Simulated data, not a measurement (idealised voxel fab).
You're looking at the process module voxel transistor to metal.
Cross-section cut: width 180 nm, square cells of 5 nm.
Cross-section spec: square-cell grid; bands listed top down; each band is one or more rows.
What a band's entry tells you: where the top is and where the bottom is, as heights in nm, and after that what lies inside, material by material from left to right, each with its width in nm. Empty space is written as the word "empty", and a single material marked with the word "edge to edge" occupies the band from edge to edge.
Height is counted from the level 0, under which the received wafer is composed throughout of one material. The lowest of the bands is not closed at the bottom but continues downward, in the notation "0 -> down".
Top row gets the first number, bottom row gets the second, and each row in between changes by the same step: that is how a band width like "30->40" works.
Where a step carries "remained the same", the cross-section came out of it unchanged, cell for cell.
The entry titled "Fully closed voids" provides the empty spaces that have no open way to the top, restricted to those of 8 cells or more. Each is presented as width x height at distance, the distance being measured from the left edge, with all three in nm.
On each step's line, the part that comes after the settings is the simulator's own comment on the step.
Among the settings permitted on a step's line is "overlay nm"; applied to a step with a mask, it specifies the extent to which the mask lay to the right of its planned position, whereas a negative figure signifies a position to the left.
[Process steps - plan]
1. RECEIVE, material Si
2. CONFORMAL_DEP, material SiO2, thk nm 5
3. CONFORMAL_DEP, material SiN, thk nm 10
4. MASKED_ETCH, tone cover, mask id ACTIVE, width nm 105, etch materials SiN, depth nm 10, overlay nm 0
5. MASKED_ETCH, tone cover, mask id ACTIVE, width nm 105, etch materials SiO2, depth nm 5, overlay nm 0
6. MASKED_ETCH, tone cover, mask id ACTIVE, width nm 105, etch materials Si, depth nm 35, overlay nm 0
7. FILL_DEP, material SiO2, thk nm 15
8. CMP, height nm 15
9. SELECTIVE_ETCH, etch materials SiO2, depth nm 5
10. STRIP, etch materials SiN
11. SELECTIVE_ETCH, etch materials SiO2, depth nm 5
12. OXIDIZE, depth nm 5
13. DIRECTIONAL_DEP, material polySi, thk nm 20
14. DIRECTIONAL_DEP, material SiCN, thk nm 10
15. MASKED_ETCH, tone cover, mask id GATE, width nm 25, etch materials SiCN, depth nm 20, overlay nm 0
16. MASKED_ETCH, tone cover, mask id GATE, width nm 25, etch materials polySi, depth nm 30, overlay nm 0
17. CONFORMAL_DEP, material SiN, thk nm 10
18. DIRECTIONAL_ETCH, etch materials SiN, depth nm 10
19. DIRECTIONAL_ETCH, etch materials SiO2, depth nm 5
20. DIRECTIONAL_ETCH, etch materials Si, depth nm 10
21. EPI, material nSi, thk nm 10
22. FILL_DEP, material SiO2, thk nm 5
23. CMP, height nm 30
24. DIRECTIONAL_DEP, material SiO2, thk nm 15
25. PATTERN, tone open, mask id CONTACT, material resist, width nm 30, pitch nm 65, thk nm 15, overlay nm 0
26. DIRECTIONAL_ETCH, etch materials SiO2, depth nm 50
27. STRIP, etch materials resist
28. CONFORMAL_DEP, material TiN, thk nm 5
29. FILL_DEP, material W, thk nm 5
30. CMP, height nm 45
31. CONFORMAL_DEP, material SiCN, thk nm 5
32. DIRECTIONAL_DEP, material lowk, thk nm 25
33. PATTERN, tone open, mask id METAL_1, material resist, width nm 15, pitch nm 80, thk nm 20, overlay nm 0
34. DIRECTIONAL_ETCH, etch materials lowk, depth nm 25
35. DIRECTIONAL_ETCH, etch materials SiCN, depth nm 5
36. STRIP, etch materials resist
37. CONFORMAL_DEP, material TiN, thk nm 5
38. FILL_DEP, material W, thk nm 10
39. CMP, height nm 75
40. CONFORMAL_DEP, material SiCN, thk nm 5
41. DIRECTIONAL_DEP, material SiO2, thk nm 35
42. MASKED_ETCH, tone open, mask id METAL_2, width nm 15, pitch nm 80, etch materials SiO2, depth nm 20, overlay nm 0
43. DIRECTIONAL_DEP, material aC, thk nm 10
44. PATTERN, tone open, mask id METAL_2_HOLES, material resist, width nm 15, pitch nm 80, thk nm 25, overlay nm 0
45. DIRECTIONAL_ETCH, etch materials aC, depth nm 10
46. STRIP, etch materials resist
47. DIRECTIONAL_ETCH, etch materials SiO2, depth nm 15
48. DIRECTIONAL_ETCH, etch materials SiCN, depth nm 5
49. STRIP, etch materials aC
50. CONFORMAL_DEP, material TiN, thk nm 5
51. FILL_DEP, material Cu, thk nm 10
52. CMP, height nm 115
53. CONFORMAL_DEP, material SiCN, thk nm 5
[Run as planned: first of two wafers]
[As received (post step 1): cross-section]
    0 -> down: Si edge to edge
    Fully closed voids: none
[after step 2]
    5 -> 0: SiO2 edge to edge
    Below 0 it's all the same as before, nothing changed down there.
[after step 3]
    15 -> 5: SiN edge to edge
    Below 5 it's all the same as before, nothing changed down there.
[after step 4]
    15 -> 5: empty: 35  SiN: 105  empty: 40
    Below 5 it's all the same as before, nothing changed down there.
[after step 5]
    15 -> 5: empty: 35  SiN: 105  empty: 40
    5 -> 0: empty: 35  SiO2: 105  empty: 40
    Below 0 it's all the same as before, nothing changed down there.
[after step 6]
    15 -> 5: empty: 35  SiN: 105  empty: 40
    5 -> 0: empty: 35  SiO2: 105  empty: 40
    0 -> -35: empty: 35  Si: 105  empty: 40
    Below -35 it's all the same as before, nothing changed down there.
[after step 7]
    30 -> 15: SiO2 edge to edge
    15 -> 5: SiO2: 35  SiN: 105  SiO2: 40
    5 -> 0: SiO2 edge to edge
    0 -> -35: SiO2: 35  Si: 105  SiO2: 40
    Below -35 it's all the same as before, nothing changed down there.
[after step 8]
    15 -> 5: SiO2: 35  SiN: 105  SiO2: 40
    Below 5 it's all the same as before, nothing changed down there.
[after step 9]
    15 -> 10: empty: 35  SiN: 105  empty: 40
    Below 10 it's all the same as before, nothing changed down there.
[after step 10]
    10 -> 5: SiO2: 35  empty: 105  SiO2: 40
    Below 5 it's all the same as before, nothing changed down there.
[after step 11]
    5 -> 0: SiO2: 30  empty: 115  SiO2: 35
    Below 0 it's all the same as before, nothing changed down there.
[after step 12]
    5 -> 0: SiO2: 30  empty: 115  SiO2: 35
    0 -> -5: SiO2 edge to edge
    Below -5 it's all the same as before, nothing changed down there.
[after step 13]
    25 -> 20: polySi: 30  empty: 115  polySi: 35
    20 -> 5: polySi edge to edge
    5 -> 0: SiO2: 30  polySi: 115  SiO2: 35
    Below 0 it's all the same as before, nothing changed down there.
[after step 14]
    35 -> 30: SiCN: 30  empty: 115  SiCN: 35
    30 -> 25: SiCN edge to edge
    25 -> 20: polySi: 30  SiCN: 115  polySi: 35
    Below 20 it's all the same as before, nothing changed down there.
[after step 15]
    30 -> 25: empty: 75  SiCN: 25  empty: 80
    25 -> 20: polySi: 30  empty: 45  SiCN: 25  empty: 45  polySi: 35
    Below 20 it's all the same as before, nothing changed down there.
[after step 16]
    30 -> 20: empty: 75  SiCN: 25  empty: 80
    20 -> 5: empty: 75  polySi: 25  empty: 80
    5 -> 0: SiO2: 30  empty: 45  polySi: 25  empty: 45  SiO2: 35
    Below 0 it's all the same as before, nothing changed down there.
[after step 17]
    40 -> 30: empty: 65  SiN: 45  empty: 70
    30 -> 20: empty: 65  SiN: 10  SiCN: 25  SiN: 10  empty: 70
    20 -> 15: empty: 65  SiN: 10  polySi: 25  SiN: 10  empty: 70
    15 -> 10: SiN: 40  empty: 25  SiN: 10  polySi: 25  SiN: 10  empty: 25  SiN: 45
    10 -> 5: SiN: 75  polySi: 25  SiN: 80
    5 -> 0: SiO2: 30  SiN: 45  polySi: 25  SiN: 45  SiO2: 35
    Below 0 it's all the same as before, nothing changed down there.
[after step 18]
    30 -> 20: empty: 65  SiN: 10  SiCN: 25  SiN: 10  empty: 70
    20 -> 5: empty: 65  SiN: 10  polySi: 25  SiN: 10  empty: 70
    5 -> 0: SiO2: 30  SiN: 10  empty: 25  SiN: 10  polySi: 25  SiN: 10  empty: 25  SiN: 10  SiO2: 35
    Below 0 it's all the same as before, nothing changed down there.
[after step 19]
    30 -> 20: empty: 65  SiN: 10  SiCN: 25  SiN: 10  empty: 70
    20 -> 5: empty: 65  SiN: 10  polySi: 25  SiN: 10  empty: 70
    5 -> 0: empty: 30  SiN: 10  empty: 25  SiN: 10  polySi: 25  SiN: 10  empty: 25  SiN: 10  empty: 35
    0 -> -5: SiO2: 40  empty: 25  SiO2: 45  empty: 25  SiO2: 45
    Below -5 it's all the same as before, nothing changed down there.
[after step 20]
    30 -> 20: empty: 65  SiN: 10  SiCN: 25  SiN: 10  empty: 70
    20 -> 5: empty: 65  SiN: 10  polySi: 25  SiN: 10  empty: 70
    5 -> 0: empty: 30  SiN: 10  empty: 25  SiN: 10  polySi: 25  SiN: 10  empty: 25  SiN: 10  empty: 35
    0 -> -5: SiO2: 40  empty: 25  SiO2: 45  empty: 25  SiO2: 45
    -5 -> -15: SiO2: 35  Si: 5  empty: 25  Si: 45  empty: 25  Si: 5  SiO2: 40
    Below -15 it's all the same as before, nothing changed down there.
[after step 21]
    30 -> 20: empty: 65  SiN: 10  SiCN: 25  SiN: 10  empty: 70
    20 -> 5: empty: 65  SiN: 10  polySi: 25  SiN: 10  empty: 70
    5 -> 0: empty: 30  SiN: 10  nSi: 10  empty: 5  nSi: 10  SiN: 10  polySi: 25  SiN: 10  nSi: 10  empty: 5  nSi: 10  SiN: 10  empty: 35
    0 -> -5: SiO2: 40  nSi: 10  empty: 5  nSi: 10  SiO2: 45  nSi: 10  empty: 5  nSi: 10  SiO2: 45
    -5 -> -15: SiO2: 35  Si: 5  nSi: 25  Si: 45  nSi: 25  Si: 5  SiO2: 40
    Below -15 it's all the same as before, nothing changed down there.
[after step 22]
    35 -> 30: SiO2 edge to edge
    30 -> 20: SiO2: 65  SiN: 10  SiCN: 25  SiN: 10  SiO2: 70
    20 -> 5: SiO2: 65  SiN: 10  polySi: 25  SiN: 10  SiO2: 70
    5 -> 0: SiO2: 30  SiN: 10  nSi: 10  SiO2: 5  nSi: 10  SiN: 10  polySi: 25  SiN: 10  nSi: 10  SiO2: 5  nSi: 10  SiN: 10  SiO2: 35
    0 -> -5: SiO2: 40  nSi: 10  SiO2: 5  nSi: 10  SiO2: 45  nSi: 10  SiO2: 5  nSi: 10  SiO2: 45
    Below -5 it's all the same as before, nothing changed down there.
[after step 23]
    30 -> 20: SiO2: 65  SiN: 10  SiCN: 25  SiN: 10  SiO2: 70
    Below 20 it's all the same as before, nothing changed down there.
[after step 24]
    45 -> 30: SiO2 edge to edge
    Below 30 it's all the same as before, nothing changed down there.
[after step 25]
    60 -> 45: resist: 40  empty: 30  resist: 35  empty: 30  resist: 45
    Below 45 it's all the same as before, nothing changed down there.
[after step 26]
    60 -> 45: resist: 40  empty: 30  resist: 35  empty: 30  resist: 45
    45 -> 30: SiO2: 40  empty: 30  SiO2: 35  empty: 30  SiO2: 45
    30 -> 20: SiO2: 40  empty: 25  SiN: 10  SiCN: 25  SiN: 10  empty: 25  SiO2: 45
    20 -> 5: SiO2: 40  empty: 25  SiN: 10  polySi: 25  SiN: 10  empty: 25  SiO2: 45
    5 -> 0: SiO2: 30  SiN: 10  nSi: 10  empty: 5  nSi: 10  SiN: 10  polySi: 25  SiN: 10  nSi: 10  empty: 5  nSi: 10  SiN: 10  SiO2: 35
    0 -> -5: SiO2: 40  nSi: 10  empty: 5  nSi: 10  SiO2: 45  nSi: 10  empty: 5  nSi: 10  SiO2: 45
    Below -5 it's all the same as before, nothing changed down there.
[after step 27]
    45 -> 30: SiO2: 40  empty: 30  SiO2: 35  empty: 30  SiO2: 45
    Below 30 it's all the same as before, nothing changed down there.
[after step 28]
    50 -> 45: TiN: 45  empty: 20  TiN: 45  empty: 20  TiN: 50
    45 -> 35: SiO2: 40  TiN: 5  empty: 20  TiN: 5  SiO2: 35  TiN: 5  empty: 20  TiN: 5  SiO2: 45
    35 -> 30: SiO2: 40  TiN: 5  empty: 15  TiN: 10  SiO2: 35  TiN: 10  empty: 15  TiN: 5  SiO2: 45
    30 -> 20: SiO2: 40  TiN: 5  empty: 15  TiN: 5  SiN: 10  SiCN: 25  SiN: 10  TiN: 5  empty: 15  TiN: 5  SiO2: 45
    20 -> 10: SiO2: 40  TiN: 5  empty: 15  TiN: 5  SiN: 10  polySi: 25  SiN: 10  TiN: 5  empty: 15  TiN: 5  SiO2: 45
    10 -> 5: SiO2: 40  TiN: 25  SiN: 10  polySi: 25  SiN: 10  TiN: 25  SiO2: 45
    5 -> 0: SiO2: 30  SiN: 10  nSi: 10  TiN: 5  nSi: 10  SiN: 10  polySi: 25  SiN: 10  nSi: 10  TiN: 5  nSi: 10  SiN: 10  SiO2: 35
    0 -> -5: SiO2: 40  nSi: 10  TiN: 5  nSi: 10  SiO2: 45  nSi: 10  TiN: 5  nSi: 10  SiO2: 45
    Below -5 it's all the same as before, nothing changed down there.
[after step 29]
    55 -> 50: W edge to edge
    50 -> 45: TiN: 45  W: 20  TiN: 45  W: 20  TiN: 50
    45 -> 35: SiO2: 40  TiN: 5  W: 20  TiN: 5  SiO2: 35  TiN: 5  W: 20  TiN: 5  SiO2: 45
    35 -> 30: SiO2: 40  TiN: 5  W: 15  TiN: 10  SiO2: 35  TiN: 10  W: 15  TiN: 5  SiO2: 45
    30 -> 20: SiO2: 40  TiN: 5  W: 15  TiN: 5  SiN: 10  SiCN: 25  SiN: 10  TiN: 5  W: 15  TiN: 5  SiO2: 45
    20 -> 10: SiO2: 40  TiN: 5  W: 15  TiN: 5  SiN: 10  polySi: 25  SiN: 10  TiN: 5  W: 15  TiN: 5  SiO2: 45
    Below 10 it's all the same as before, nothing changed down there.
[after step 30]
    45 -> 35: SiO2: 40  TiN: 5  W: 20  TiN: 5  SiO2: 35  TiN: 5  W: 20  TiN: 5  SiO2: 45
    Below 35 it's all the same as before, nothing changed down there.
[after step 31]
    50 -> 45: SiCN edge to edge
    Below 45 it's all the same as before, nothing changed down there.
[after step 32]
    75 -> 50: lowk edge to edge
    Below 50 it's all the same as before, nothing changed down there.
[after step 33]
    95 -> 75: resist: 40  empty: 15  resist: 65  empty: 15  resist: 45
    Below 75 it's all the same as before, nothing changed down there.
[after step 34]
    95 -> 75: resist: 40  empty: 15  resist: 65  empty: 15  resist: 45
    75 -> 50: lowk: 40  empty: 15  lowk: 65  empty: 15  lowk: 45
    Below 50 it's all the same as before, nothing changed down there.
[after step 35]
    95 -> 75: resist: 40  empty: 15  resist: 65  empty: 15  resist: 45
    75 -> 50: lowk: 40  empty: 15  lowk: 65  empty: 15  lowk: 45
    50 -> 45: SiCN: 40  empty: 15  SiCN: 65  empty: 15  SiCN: 45
    Below 45 it's all the same as before, nothing changed down there.
[after step 36]
    75 -> 50: lowk: 40  empty: 15  lowk: 65  empty: 15  lowk: 45
    Below 50 it's all the same as before, nothing changed down there.
[after step 37]
    80 -> 75: TiN: 45  empty: 5  TiN: 75  empty: 5  TiN: 50
    75 -> 50: lowk: 40  TiN: 5  empty: 5  TiN: 5  lowk: 65  TiN: 5  empty: 5  TiN: 5  lowk: 45
    50 -> 45: SiCN: 40  TiN: 15  SiCN: 65  TiN: 15  SiCN: 45
    Below 45 it's all the same as before, nothing changed down there.
[after step 38]
    90 -> 80: W edge to edge
    80 -> 75: TiN: 45  W: 5  TiN: 75  W: 5  TiN: 50
    75 -> 50: lowk: 40  TiN: 5  W: 5  TiN: 5  lowk: 65  TiN: 5  W: 5  TiN: 5  lowk: 45
    Below 50 it's all the same as before, nothing changed down there.
[after step 39]
    75 -> 50: lowk: 40  TiN: 5  W: 5  TiN: 5  lowk: 65  TiN: 5  W: 5  TiN: 5  lowk: 45
    Below 50 it's all the same as before, nothing changed down there.
[after step 40]
    80 -> 75: SiCN edge to edge
    Below 75 it's all the same as before, nothing changed down there.
[after step 41]
    115 -> 80: SiO2 edge to edge
    Below 80 it's all the same as before, nothing changed down there.
[after step 42]
    115 -> 95: SiO2: 40  empty: 15  SiO2: 65  empty: 15  SiO2: 45
    Below 95 it's all the same as before, nothing changed down there.
[after step 43]
    125 -> 115: aC: 40  empty: 15  aC: 65  empty: 15  aC: 45
    115 -> 105: SiO2: 40  empty: 15  SiO2: 65  empty: 15  SiO2: 45
    105 -> 95: SiO2: 40  aC: 15  SiO2: 65  aC: 15  SiO2: 45
    Below 95 it's all the same as before, nothing changed down there.
[after step 44]
    150 -> 125: resist: 40  empty: 15  resist: 65  empty: 15  resist: 45
    Below 125 it's all the same as before, nothing changed down there.
[after step 45]
    140 -> 125: resist: 40  empty: 15  resist: 65  empty: 15  resist: 45
    125 -> 115: aC: 40  empty: 15  aC: 65  empty: 15  aC: 45
    115 -> 95: SiO2: 40  empty: 15  SiO2: 65  empty: 15  SiO2: 45
    Below 95 it's all the same as before, nothing changed down there.
[after step 46]
    125 -> 115: aC: 40  empty: 15  aC: 65  empty: 15  aC: 45
    Below 115 it's all the same as before, nothing changed down there.
[after step 47]
    125 -> 115: aC: 40  empty: 15  aC: 65  empty: 15  aC: 45
    115 -> 80: SiO2: 40  empty: 15  SiO2: 65  empty: 15  SiO2: 45
    Below 80 it's all the same as before, nothing changed down there.
[after step 48]
    125 -> 115: aC: 40  empty: 15  aC: 65  empty: 15  aC: 45
    115 -> 80: SiO2: 40  empty: 15  SiO2: 65  empty: 15  SiO2: 45
    80 -> 75: SiCN: 40  empty: 15  SiCN: 65  empty: 15  SiCN: 45
    Below 75 it's all the same as before, nothing changed down there.
[after step 49]
    115 -> 80: SiO2: 40  empty: 15  SiO2: 65  empty: 15  SiO2: 45
    Below 80 it's all the same as before, nothing changed down there.
[after step 50]
    120 -> 115: TiN: 45  empty: 5  TiN: 75  empty: 5  TiN: 50
    115 -> 80: SiO2: 40  TiN: 5  empty: 5  TiN: 5  SiO2: 65  TiN: 5  empty: 5  TiN: 5  SiO2: 45
    80 -> 75: SiCN: 40  TiN: 15  SiCN: 65  TiN: 15  SiCN: 45
    Below 75 it's all the same as before, nothing changed down there.
[after step 51]
    130 -> 120: Cu edge to edge
    120 -> 115: TiN: 45  Cu: 5  TiN: 75  Cu: 5  TiN: 50
    115 -> 80: SiO2: 40  TiN: 5  Cu: 5  TiN: 5  SiO2: 65  TiN: 5  Cu: 5  TiN: 5  SiO2: 45
    Below 80 it's all the same as before, nothing changed down there.
[after step 52]
    115 -> 80: SiO2: 40  TiN: 5  Cu: 5  TiN: 5  SiO2: 65  TiN: 5  Cu: 5  TiN: 5  SiO2: 45
    Below 80 it's all the same as before, nothing changed down there.
[after step 53]
    120 -> 115: SiCN edge to edge
    Below 115 it's all the same as before, nothing changed down there.
[Okay, second wafer. Nothing different at the start, nothing different in the plan, just one mistake somewhere in the running. As far as step 38, counting that step, it's the first wafer all over again]
Cross-section: second wafer, time at which step 39 was scheduled to end: remained the same
[Cross-section: second wafer, time at which step 40 was scheduled to end]
    95 -> 90: SiCN edge to edge
    Below 90 it's all the same as before, nothing changed down there.
[Cross-section: second wafer, time at which step 41 was scheduled to end]
    130 -> 95: SiO2 edge to edge
    Below 95 it's all the same as before, nothing changed down there.
[Cross-section: second wafer, time at which step 42 was scheduled to end]
    130 -> 110: SiO2: 40  empty: 15  SiO2: 65  empty: 15  SiO2: 45
    Below 110 it's all the same as before, nothing changed down there.
[Cross-section: second wafer, time at which step 43 was scheduled to end]
    140 -> 130: aC: 40  empty: 15  aC: 65  empty: 15  aC: 45
    130 -> 120: SiO2: 40  empty: 15  SiO2: 65  empty: 15  SiO2: 45
    120 -> 110: SiO2: 40  aC: 15  SiO2: 65  aC: 15  SiO2: 45
    Below 110 it's all the same as before, nothing changed down there.
[Cross-section: second wafer, time at which step 44 was scheduled to end]
    165 -> 140: resist: 40  empty: 15  resist: 65  empty: 15  resist: 45
    Below 140 it's all the same as before, nothing changed down there.
[Cross-section: second wafer, time at which step 45 was scheduled to end]
    155 -> 140: resist: 40  empty: 15  resist: 65  empty: 15  resist: 45
    140 -> 130: aC: 40  empty: 15  aC: 65  empty: 15  aC: 45
    130 -> 110: SiO2: 40  empty: 15  SiO2: 65  empty: 15  SiO2: 45
    Below 110 it's all the same as before, nothing changed down there.
[Cross-section: second wafer, time at which step 46 was scheduled to end]
    140 -> 130: aC: 40  empty: 15  aC: 65  empty: 15  aC: 45
    Below 130 it's all the same as before, nothing changed down there.
[Cross-section: second wafer, time at which step 47 was scheduled to end]
    140 -> 130: aC: 40  empty: 15  aC: 65  empty: 15  aC: 45
    130 -> 95: SiO2: 40  empty: 15  SiO2: 65  empty: 15  SiO2: 45
    Below 95 it's all the same as before, nothing changed down there.
[Cross-section: second wafer, time at which step 48 was scheduled to end]
    140 -> 130: aC: 40  empty: 15  aC: 65  empty: 15  aC: 45
    130 -> 95: SiO2: 40  empty: 15  SiO2: 65  empty: 15  SiO2: 45
    95 -> 90: SiCN: 40  empty: 15  SiCN: 65  empty: 15  SiCN: 45
    Below 90 it's all the same as before, nothing changed down there.
[Cross-section: second wafer, time at which step 49 was scheduled to end]
    130 -> 95: SiO2: 40  empty: 15  SiO2: 65  empty: 15  SiO2: 45
    Below 95 it's all the same as before, nothing changed down there.
[Cross-section: second wafer, time at which step 50 was scheduled to end]
    135 -> 130: TiN: 45  empty: 5  TiN: 75  empty: 5  TiN: 50
    130 -> 95: SiO2: 40  TiN: 5  empty: 5  TiN: 5  SiO2: 65  TiN: 5  empty: 5  TiN: 5  SiO2: 45
    95 -> 90: SiCN: 40  TiN: 15  SiCN: 65  TiN: 15  SiCN: 45
    Below 90 it's all the same as before, nothing changed down there.
[Cross-section: second wafer, time at which step 51 was scheduled to end]
    145 -> 135: Cu edge to edge
    135 -> 130: TiN: 45  Cu: 5  TiN: 75  Cu: 5  TiN: 50
    130 -> 95: SiO2: 40  TiN: 5  Cu: 5  TiN: 5  SiO2: 65  TiN: 5  Cu: 5  TiN: 5  SiO2: 45
    Below 95 it's all the same as before, nothing changed down there.
[Cross-section: second wafer, time at which step 52 was scheduled to end]
    115 -> 95: SiO2: 40  TiN: 5  Cu: 5  TiN: 5  SiO2: 65  TiN: 5  Cu: 5  TiN: 5  SiO2: 45
    Below 95 it's all the same as before, nothing changed down there.
[Cross-section: second wafer, time at which step 53 was scheduled to end]
    120 -> 115: SiCN edge to edge
    Below 115 it's all the same as before, nothing changed down there.
Processing error: it should be noted that step 39 of the plan was omitted and was not performed
End check, counted in cells, second wafer has more or fewer of these materials than the first: Cu: 6 fewer | SiO2: 90 fewer | TiN: 22 more | W: 74 more
